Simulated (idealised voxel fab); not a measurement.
The process module that follows is named voxel wiring stack.
Square cells of 5 nm make up the cross-section cut, whose width is 225 nm.
A cross-section in this document is a grid of square cells, and it is written down as bands, the top band listed before the ones below it; a band is made up of one or more rows of cells. This entry defines a band. It first specifies the height of the band's top and the height of its bottom in nm, and then specifies the band's materials from left to right, stating each material with its width in nm. The word "everywhere" identifies a single material that fills the band from edge to edge, while the word "empty" identifies empty space. The level at which height equals 0 is the one under which the wafer, as it arrives, is entirely one material. No lower edge exists for the bottom band, which continues downward and is notated as in "0 and below". The two numbers in a width such as "30->40" mark its ends across the band: the first belongs to the top row of cells, the second to the bottom row, and from each row to the next the width moves by the same amount. Any step labelled "nothing altered" changed none of the cells in the cross-section. Empty spaces without an open route to the top, at least 8 cells in extent, make up the entry "Closed void table"; each is given as width x height at distance, where the distance is measured from the left edge, and all are in nm. Past the settings on a step's line: simulator remark, on that step. overlay nm, on a step with a mask: how far to the right of its planned place the mask lay; to the left if negative.
-- Process steps foreseen in the plan
- 1: RECEIVE: material Si
- 2: CONFORMAL_DEP: material SiO2, thk nm 15
- 3: DIRECTIONAL_DEP: material TiN, thk nm 5
- 4: DIRECTIONAL_DEP: material Ru, thk nm 25
- 5: PATTERN: tone cover, mask id METAL_1, material resist, width nm 25, pitch nm 40, thk nm 20, overlay nm 0
- 6: DIRECTIONAL_ETCH: etch materials Ru, depth nm 25
- 7: DIRECTIONAL_ETCH: etch materials TiN, depth nm 5
- 8: STRIP: etch materials resist
- 9: FILL_DEP: material SiO2, thk nm 5
- 10: CMP: height nm 45
- 11: CONFORMAL_DEP: material SiCN, thk nm 5
- 12: DIRECTIONAL_DEP: material SiO2, thk nm 30
- 13: PATTERN: tone open, mask id METAL_2_HOLES, material resist, width nm 15, pitch nm 40, thk nm 15, overlay nm 0
- 14: DIRECTIONAL_ETCH: etch materials SiO2, depth nm 30
- 15: STRIP: etch materials resist
- 16: DIRECTIONAL_DEP: material aC, thk nm 15
- 17: PATTERN: tone open, mask id METAL_2, material resist, width nm 25, pitch nm 40, thk nm 35, overlay nm 0
- 18: DIRECTIONAL_ETCH: etch materials aC, depth nm 15
- 19: STRIP: etch materials resist
- 20: DIRECTIONAL_ETCH: etch materials SiO2, depth nm 20
- 21: DIRECTIONAL_ETCH: etch materials SiCN, depth nm 5
- 22: STRIP: etch materials aC
- 23: CONFORMAL_DEP: material TiN, thk nm 5
- 24: FILL_DEP: material Ru, thk nm 10
- 25: CMP: height nm 80
- 26: CONFORMAL_DEP: material SiCN, thk nm 5
- 27: DIRECTIONAL_DEP: material SiO2, thk nm 35
- 28: MASKED_ETCH: tone open, mask id METAL_3_HOLES, width nm 15, etch materials SiO2, depth nm 35, overlay nm 0
- 29: DIRECTIONAL_DEP: material aC, thk nm 10
- 30: PATTERN: tone open, mask id METAL_3, material resist, width nm 25, pitch nm 40, thk nm 25, overlay nm 0
- 31: DIRECTIONAL_ETCH: etch materials aC, depth nm 10
- 32: STRIP: etch materials resist
- 33: DIRECTIONAL_ETCH: etch materials SiO2, depth nm 20
- 34: DIRECTIONAL_ETCH: etch materials SiCN, depth nm 5
- 35: STRIP: etch materials aC
- 36: CONFORMAL_DEP: material TiN, thk nm 5
- 37: FILL_DEP: material Cu, thk nm 10
- 38: CMP: height nm 120
- 39: CONFORMAL_DEP: material SiCN, thk nm 5
- 40: DIRECTIONAL_DEP: material SiO2, thk nm 25
- 41: PATTERN: tone open, mask id METAL_4_HOLES, material resist, width nm 15, thk nm 15, overlay nm 0
- 42: DIRECTIONAL_ETCH: etch materials SiO2, depth nm 25
- 43: STRIP: etch materials resist
- 44: MASKED_ETCH: tone open, mask id METAL_4, width nm 25, pitch nm 40, etch materials SiO2, depth nm 15, overlay nm 0
- 45: MASKED_ETCH: tone open, mask id METAL_4, width nm 25, pitch nm 40, etch materials SiCN, depth nm 5, overlay nm 0
- 46: CONFORMAL_DEP: material TiN, thk nm 5
- 47: FILL_DEP: material Ru, thk nm 10
- 48: CMP: height nm 150
- 49: CONFORMAL_DEP: material SiN, thk nm 5
The plan's step 46 thk nm is the first wafer's value; the wafers differ in this setting and start identical.
-- Cross-section, first of several wafers, as delivered after step 1
	0 and below = Si everywhere
	Closed void table: none
-- Rows = wafers. At module end, each row lists per material the cells gained (+) or lost (-) since the wafer was received, then the closed voids
thk nm 5; +22 Cu; +89 Ru; +123 SiCN; +45 SiN; +1018 SiO2; +98 TiN; Closed void table: none
thk nm 10; +22 Cu; +76 Ru; +123 SiCN; +45 SiN; +1018 SiO2; +111 TiN; Closed void table: none
thk nm 15; +22 Cu; +74 Ru; +123 SiCN; +45 SiN; +1018 SiO2; +113 TiN; Closed void table: none
thk nm 20; +22 Cu; +74 Ru; +123 SiCN; +45 SiN; +1018 SiO2; +113 TiN; Closed void table: none
